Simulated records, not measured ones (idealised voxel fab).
The document below concerns the process module designated voxel self aligned contacts.
180 nm wide, 5 nm square cells: that's cross-section cut.
When this document writes out a cross-section, it uses a grid of square cells and lists it as bands, beginning at the top and moving down, with a band standing for one or more rows of cells.
The band entry comprises the height of the band's top followed by the height of its bottom, expressed in nm, and subsequently the band's materials from left to right, each stated together with its width in nm. Where a single material is marked with the word "full width", that material fills the band from edge to edge. The word "blank" represents empty space.
Convention: height 0 is the level below which the wafer, as received, is all one material. The lowest band does not terminate at the bottom but continues downward, represented as "0 -> down".
When a width is written as two numbers, as in "30..40", the first number is the width in the top row of cells of the band and the second is the width in its bottom row, and the width changes by the same amount from each row to the next.
Basically "remained unchanged" means that step didn't change any cell in the cross-section.
The entry "Sealed voids" lists the empty spaces that cover at least 8 cells and have no open path to the top. Each is written as width x height at distance, where the distance is measured from the left edge and all three values are in nm.
The remark found on a step's line after its settings is issued by the simulator itself and pertains to that step.
overlay nm: where the mask lay relative to plan, measured to the right, on steps with a mask; negatives go left.
### Listed below are the process steps as planned
1) RECEIVE (material Si)
2) CONFORMAL_DEP (material SiO2; thk nm 5)
3) DIRECTIONAL_DEP (material polySi; thk nm 30)
4) DIRECTIONAL_DEP (material SiN; thk nm 25)
5) PATTERN (tone cover; mask id GATE; material resist; width nm 25; pitch nm 65; thk nm 15; overlay nm 0)
6) DIRECTIONAL_ETCH (etch materials SiN; depth nm 25)
7) DIRECTIONAL_ETCH (etch materials polySi; depth nm 30)
8) STRIP (etch materials resist)
9) CONFORMAL_DEP (material SiN; thk nm 10)
10) DIRECTIONAL_ETCH (etch materials SiN; depth nm 10)
11) FILL_DEP (material SiO2; thk nm 10)
12) CMP (height nm 65)
13) PATTERN (tone open; mask id CONTACT; material resist; width nm 50; thk nm 15; overlay nm 0)
14) DIRECTIONAL_ETCH (etch materials SiO2; depth nm 65)
15) STRIP (etch materials resist)
16) CONFORMAL_DEP (material TiN; thk nm 5)
17) FILL_DEP (material W; thk nm 10)
18) CMP (height nm 65)
19) CONFORMAL_DEP (material SiN; thk nm 5)
### The cross-section here shows the wafer as received, i.e. in its state after step 1
    0 -> down = Si full width
    Sealed voids: none
### The first of two wafers, cross-sectioned at the end of the module, with the run proceeding as planned
    70 -> 65 = SiN full width
    65 -> 60 = 65 of SiO2, 20 of TiN, 10 of W, 20 of TiN, 65 of SiO2
    60 -> 35 = 35 of SiO2, 45 of SiN, 5 of TiN, 10 of W, 5 of TiN, 45 of SiN, 35 of SiO2
    35 -> 5 = 35 of SiO2, 10 of SiN, 25 of polySi, 10 of SiN, 5 of TiN, 10 of W, 5 of TiN, 10 of SiN, 25 of polySi, 10 of SiN, 35 of SiO2
    5 -> 0 = 80 of SiO2, 20 of TiN, 80 of SiO2
    0 -> down = Si full width
    Sealed voids: none
### Second wafer through the module, sectioned at the end: same beginning and same plan as the first wafer, with one mistake in carrying it out
    70 -> 65 = SiN full width
    65 -> 60 = 75 of SiO2, 10 of TiN, 10 of W, 30 of TiN, 55 of SiO2
    60 -> 35 = 35 of SiO2, 45 of SiN, 5 of TiN, 10 of W, 5 of TiN, 45 of SiN, 35 of SiO2
    35 -> 5 = 35 of SiO2, 10 of SiN, 25 of polySi, 10 of SiN, 5 of TiN, 10 of W, 5 of TiN, 10 of SiN, 25 of polySi, 10 of SiN, 35 of SiO2
    5 -> 0 = 80 of SiO2, 20 of TiN, 80 of SiO2
    0 -> down = Si full width
    Sealed voids: none
Heads up, the wafer didn't run the way we planned it: off-plan run, step 13, actual operation and settings PATTERN (tone open; mask id CONTACT; material resist; width nm 50; thk nm 15; overlay nm 10)
If you tally the cells, the second wafer ends up with the same amount of every material as the first; it's all just sitting in different places.
